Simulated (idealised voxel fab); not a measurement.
The following is a process module called voxel ribs on slabs.
For reference, the cross-section in this document is cut, with width 215 nm and square cells of 5 nm.
Notation: cross-section as square-cell grid; stated in bands, top first, going down; one or more cell rows per band. Quick guide to a band line: top height, bottom height (nm) up front; then every material left to right with its width in nm. Only one material and it's marked "all across"? Then it fills the band edge to edge. And "air" just means empty space. Heights from 0 (as-received wafer is one material below). Bottom band endless downward, as "from 0 down". Think of "30..40" as a width that walks from the first number to the second as you go down the band, top row to bottom row, taking equal-sized steps from row to row. The cross-section has no changed cell in any step marked "identical to before". Basically, "Unvented internal voids" tells you about the enclosed voids: empty spaces with no open way to the top, 8 cells or bigger, each written width x height at distance, where distance is from the left edge, all in nm. Note: text after step settings on the step line = simulator remark on that step. "overlay nm" denotes, for a step that has a mask, the displacement of the mask to the right of its planned place, with negative values corresponding to the left.

SO HERE'S THE LINEUP OF PROCESS STEPS WE PLANNED
1) RECEIVE, material Si
2) DIRECTIONAL_DEP, material SiO2, thk nm 25
3) DIRECTIONAL_DEP, material SiN, thk nm 15
4) PATTERN, tone cover, mask id RIB, material resist, width nm 25, thk nm 15, overlay nm 0
5) DIRECTIONAL_ETCH, etch materials SiN, depth nm 5
6) STRIP, etch materials resist
7) PATTERN, tone cover, mask id SLAB, material resist, width nm 55, thk nm 15, overlay nm 0
8) DIRECTIONAL_ETCH, etch materials SiN, depth nm 10
9) STRIP, etch materials resist
10) FILL_DEP, material SiO2, thk nm 25
11) CMP, height nm 60
12) DIRECTIONAL_DEP, material TiN, thk nm 10
13) DIRECTIONAL_DEP, material aC, thk nm 15
14) PATTERN, tone cover, mask id HEATER, material resist, width nm 35, thk nm 35, overlay nm 0
15) DIRECTIONAL_ETCH, etch materials aC, depth nm 15
16) STRIP, etch materials resist
17) DIRECTIONAL_ETCH, etch materials TiN, depth nm 10
18) STRIP, etch materials aC
19) CONFORMAL_DEP, material SiO2, thk nm 10

AS RECEIVED, AFTER STEP 1
    from 0 down: Si all across
    Unvented internal voids: none

FIRST WAFER OF TWO, SECTIONED AT END OF MODULE; RUN WENT PER PLAN
    from 80 to 70: air (80) | SiO2 (55) | air (80)
    from 70 to 60: SiO2 (90) | TiN (35) | SiO2 (90)
    from 60 to 40: SiO2 all across
    from 40 to 35: SiO2 (95) | SiN (25) | SiO2 (95)
    from 35 to 25: SiO2 (80) | SiN (55) | SiO2 (80)
    from 25 to 0: SiO2 all across
    from 0 down: Si all across
    Unvented internal voids: none

THE SECOND WAFER, SHOWN IN CROSS-SECTION AFTER THE MODULE: STARTED THE SAME WAY AS THE FIRST AND GIVEN THE SAME PLAN, YET ONE MISTAKE CREPT INTO HOW IT WAS RUN
    from 80 to 70: air (80) | SiO2 (55) | air (80)
    from 70 to 60: SiO2 (90) | TiN (35) | SiO2 (90)
    from 60 to 55: SiO2 all across
    from 55 to 50: SiO2 (95) | SiN (25) | SiO2 (95)
    from 50 to 40: SiO2 (80) | SiN (55) | SiO2 (80)
    from 40 to 25: SiN all across
    from 25 to 0: SiO2 all across
    from 0 down: Si all across
    Unvented internal voids: none
Heads up, the wafer didn't run the way we planned it: twice, step 3 of the plan was run
Wrapping up, a cell-based count of both wafers puts the second over or under the first for these materials: SiN: 129 more, SiO2: 129 fewer
